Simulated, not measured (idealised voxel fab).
The following is a process module called voxel self aligned vias.
Cross-section cut spans 255 nm and uses square cells 5 nm in size.
How to read a cross-section here: the picture is a grid of square cells, written as bands going from the top down, and any band can span one or more rows of cells.
In this notation a band is specified by the heights of its top and bottom, in that order and in nm, after which its materials appear from left to right, each paired with its width in nm. The word "everywhere" attached to a single material means that material fills the band from edge to edge; the word "blank" stands for empty space.
Heights from 0 (as-received wafer is one material below). Bottom band endless downward, as "0 down".
You'd read "30->40" like this: the band's top row of cells is as wide as the first number, its bottom row is as wide as the second, and going down, every row changes width by the same amount as the row before did.
What does "remained unchanged" mean for a step? It means no cell of the cross-section changed in that step.
The entry titled "Encapsulated voids" provides the empty spaces that have no open way to the top, restricted to those of 8 cells or more. Each is presented as width x height at distance, the distance being measured from the left edge, with all three in nm.
Text after the settings on a step's line: the simulator's own remark on that step.
If you see "overlay nm" on a step's line and that step has a mask, it's telling you how far right of where it was planned the mask ended up; a negative number means it went left instead.
-- plan
1) RECEIVE: material Si
2) CONFORMAL_DEP: material SiO2, thk nm 10
3) CONFORMAL_DEP: material SiCN, thk nm 5
4) DIRECTIONAL_DEP: material SiO2, thk nm 25
5) MASKED_ETCH: tone open, mask id LINES, width nm 25, pitch nm 60, etch materials SiO2, depth nm 25, overlay nm 0
6) CONFORMAL_DEP: material TiN, thk nm 5
7) FILL_DEP: material W, thk nm 5
8) CMP: height nm 40
9) SELECTIVE_ETCH: etch materials W Ru TiN, depth nm 10
10) FILL_DEP: material SiN, thk nm 10
11) CMP: height nm 40
12) DIRECTIONAL_DEP: material SiO2, thk nm 20
13) MASKED_ETCH: tone open, mask id VIAS, width nm 35, pitch nm 120, etch materials SiO2, depth nm 20, overlay nm 0
14) MASKED_ETCH: tone open, mask id VIAS, width nm 45, pitch nm 120, etch materials SiN, depth nm 10, overlay nm 0
15) CONFORMAL_DEP: material TiN, thk nm 5
16) FILL_DEP: material Cu, thk nm 5
17) CMP: height nm 60
18) CONFORMAL_DEP: material SiCN, thk nm 5
Be aware that, although all wafers share a common starting state, the width nm at step 13 differs among them, and the plan displays the first wafer's value.
-- Here's the first of the wafers in cross-section, just as we got it, i.e. after step 1
  0 down: Si everywhere
  Encapsulated voids: none
-- First wafer of several, cross-section, module end, after step 18 (last)
  65 to 60: SiCN everywhere
  60 to 45: SiO2=50, then TiN=5, then Cu=25, then TiN=5, then SiO2=85, then TiN=5, then Cu=25, then TiN=5, then SiO2=50
  45 to 40: SiO2=50, then TiN=10, then Cu=15, then TiN=10, then SiO2=85, then TiN=10, then Cu=15, then TiN=10, then SiO2=50
  40 to 35: SiO2=55, then TiN=5, then Cu=15, then TiN=5, then SiO2=35, then SiN=25, then SiO2=35, then TiN=5, then Cu=15, then TiN=5, then SiO2=55
  35 to 30: SiO2=55, then TiN=25, then SiO2=35, then SiN=25, then SiO2=35, then TiN=25, then SiO2=55
  30 to 20: SiO2=55, then TiN=5, then W=15, then TiN=5, then SiO2=35, then TiN=5, then W=15, then TiN=5, then SiO2=35, then TiN=5, then W=15, then TiN=5, then SiO2=55
  20 to 15: SiO2=55, then TiN=25, then SiO2=35, then TiN=25, then SiO2=35, then TiN=25, then SiO2=55
  15 to 10: SiCN everywhere
  10 to 0: SiO2 everywhere
  0 down: Si everywhere
  Encapsulated voids: none
-- End of module, last wafer sectioned
  65 to 60: SiCN everywhere
  60 to 45: SiO2=40, then TiN=5, then Cu=50, then TiN=5, then SiO2=60, then TiN=5, then Cu=50, then TiN=5, then SiO2=35
  45 to 40: SiO2=40, then TiN=20, then Cu=15, then TiN=25, then SiO2=60, then TiN=20, then Cu=15, then TiN=25, then SiO2=35
  40 to 35: SiO2=55, then TiN=5, then Cu=15, then TiN=5, then SiO2=35, then SiN=25, then SiO2=35, then TiN=5, then Cu=15, then TiN=5, then SiO2=55
  35 to 30: SiO2=55, then TiN=25, then SiO2=35, then SiN=25, then SiO2=35, then TiN=25, then SiO2=55
  30 to 20: SiO2=55, then TiN=5, then W=15, then TiN=5, then SiO2=35, then TiN=5, then W=15, then TiN=5, then SiO2=35, then TiN=5, then W=15, then TiN=5, then SiO2=55
  20 to 15: SiO2=55, then TiN=25, then SiO2=35, then TiN=25, then SiO2=35, then TiN=25, then SiO2=55
  15 to 10: SiCN everywhere
  10 to 0: SiO2 everywhere
  0 down: Si everywhere
  Encapsulated voids: none
-- The rows of the table below are wafers. Looking at the end of the module, a row counts, for every material, the cells the wafer has gained, shown as (+), or lost, shown as (-), since it was received; its closed voids come next
width nm 35, +42 Cu, +102 SiCN, +10 SiN, +430 SiO2, +61 TiN, +18 W, Encapsulated voids: none
width nm 40, +48 Cu, +102 SiCN, +10 SiN, +422 SiO2, +63 TiN, +18 W, Encapsulated voids: none
width nm 45, +54 Cu, +102 SiCN, +10 SiN, +414 SiO2, +65 TiN, +18 W, Encapsulated voids: none
width nm 50, +60 Cu, +102 SiCN, +10 SiN, +406 SiO2, +67 TiN, +18 W, Encapsulated voids: none
width nm 55, +66 Cu, +102 SiCN, +10 SiN, +398 SiO2, +69 TiN, +18 W, Encapsulated voids: none
width nm 60, +72 Cu, +102 SiCN, +10 SiN, +390 SiO2, +71 TiN, +18 W, Encapsulated voids: none
